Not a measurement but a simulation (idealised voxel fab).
process module | voxel released beams
cross-section cut | 255 nm wide | cells 5 nm
A cross-section is a grid of square cells, given in bands from the top down. A band is one or more rows of cells.
Each band's line starts with the height of the band's top and of its bottom, in nm. Then come its materials from left to right, each with its width in nm. One material with "throughout" fills the band from edge to edge. "air" is empty space.
Height 0 is the level under which the wafer as received is all one material. The lowest band goes on downwards, as in "0 down".
A width such as "30 to 40" changes by the same amount from each row of cells to the next, from the band's top row to its bottom row.
"no change" after a step means that no cell of the cross-section changed.
closed voids: empty space of 8 cells or more with no open way to the top, each as width x height at its distance from the left edge, in nm
after a step's settings: what the simulator itself notes on the step
overlay nm, on a step with a mask: how far to the right of its planned place the mask lay; to the left if negative
plan
1 op RECEIVE | material Si
2 op CONFORMAL_DEP | material Al2O3 | thk nm 10
3 op DIRECTIONAL_DEP | material SiO2 | thk nm 15
4 op DIRECTIONAL_DEP | material aC | thk nm 15
5 op PATTERN | tone open | mask id ANCHOR | material resist | width nm 45 | thk nm 30 | overlay nm 0
6 op DIRECTIONAL_ETCH | etch materials aC | depth nm 15
7 op STRIP | etch materials resist
8 op DIRECTIONAL_ETCH | etch materials SiO2 | depth nm 15
9 op STRIP | etch materials aC
10 op CONFORMAL_DEP | material polySi | thk nm 15
11 op PATTERN | tone cover | mask id BEAM | material resist | width nm 110 | thk nm 20 | overlay nm 0
12 op DIRECTIONAL_ETCH | etch materials polySi | depth nm 15
13 op STRIP | etch materials resist
14 op STRIP | etch materials SiO2
as received, after step 1
  0 down: Si throughout
  closed voids: none
a wafer at the end: this start, this plan, one mistake
  40 to 25: air 70 | polySi 25 | air 10 | polySi 75 | air 75
  25 to 10: air 80 | polySi 40 | air 135
  10 to 0: Al2O3 throughout
  0 down: Si throughout
  closed voids: none
what went wrong: step 5 ran as: op PATTERN | tone open | mask id ANCHOR | material resist | width nm 40 | thk nm 30 | overlay nm 0
